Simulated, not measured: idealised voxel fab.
This is a process module. Its name is voxel fin reveal.
We display cut, a cross-section 290 nm in width whose square cells are each 5 nm.
A cross-section is a grid of square cells, given in bands from the top down. A band is one or more rows of cells. Top, bottom (nm), then materials left to right with widths (nm); lone material tagged "edge to edge" fills the whole band edge to edge; "empty" = empty space. Zero point of the height axis is 0; under it, received wafer = one material. Lowest band: continues down indefinitely, "0 down". You'd read "30 to 40" like this: the band's top row of cells is as wide as the first number, its bottom row is as wide as the second, and going down, every row changes width by the same amount as the row before did. For the purposes of this document, the phrase "no modifications" attached to a step denotes that no cell within the cross-section was modified by that step. The label "Sealed voids" introduces a list of the empty spaces, 8 cells or larger, that have no open way up to the top; each entry in it reads width x height at distance, where the distance is taken from the left edge and all three are stated in nm. Text after the settings on a step's line: the simulator's own remark on that step. overlay nm: mask right of planned place by this much (step with mask). Neg. = left.

-- plan
1,RECEIVE [material Si]
2,CONFORMAL_DEP [material SiN] [thk nm 5]
3,DIRECTIONAL_DEP [material aC] [thk nm 10]
4,PATTERN [tone cover] [mask id FINS] [material resist] [width nm 15] [pitch nm 35] [thk nm 30] [overlay nm 0]
5,DIRECTIONAL_ETCH [etch materials aC] [depth nm 10]
6,STRIP [etch materials resist]
7,DIRECTIONAL_ETCH [etch materials SiN] [depth nm 5]
8,DIRECTIONAL_ETCH [etch materials Si] [depth nm 30]
9,STRIP [etch materials aC]
10,OXIDIZE [depth nm 5]
11,FILL_DEP [material SiO2] [thk nm 15]
12,CMP [height nm 5]
13,SELECTIVE_ETCH [etch materials SiO2] [depth nm 20]
14,STRIP [etch materials SiN]
15,CONFORMAL_DEP [material HfO2] [thk nm 5]

-- Cross-section of the wafer as it came to us, i.e., already through step 1
	0 down: Si edge to edge
	Sealed voids: none

-- Post-module cross-section of the first of two wafers (run per plan)
	5 to 0: empty=120 | HfO2=15 | empty=20 | HfO2=15 | empty=120
	0 to -10: empty=120 | HfO2=5 | Si=5 | HfO2=5 | empty=20 | HfO2=5 | Si=5 | HfO2=5 | empty=120
	-10 to -15: HfO2=125 | Si=5 | HfO2=30 | Si=5 | HfO2=125
	-15 to -35: SiO2=125 | Si=5 | SiO2=30 | Si=5 | SiO2=125
	-35 down: Si edge to edge
	Sealed voids: none

-- Cross-section, wafer two of two, end of module: same start and plan as wafer one, one error in execution
	5 to 0: empty=120 | HfO2=15 | empty=20 | HfO2=15 | empty=120
	0 to -30: empty=120 | HfO2=5 | Si=5 | HfO2=5 | empty=20 | HfO2=5 | Si=5 | HfO2=5 | empty=120
	-30 to -35: HfO2=125 | Si=5 | HfO2=30 | Si=5 | HfO2=125
	-35 down: Si edge to edge
	Sealed voids: none
The plan and the run diverged here: step 13 of the plan saw execution twice
The closing comparison, in cells, has the second wafer with more or fewer of some materials than the first: HfO2: 16 more | SiO2: 224 fewer
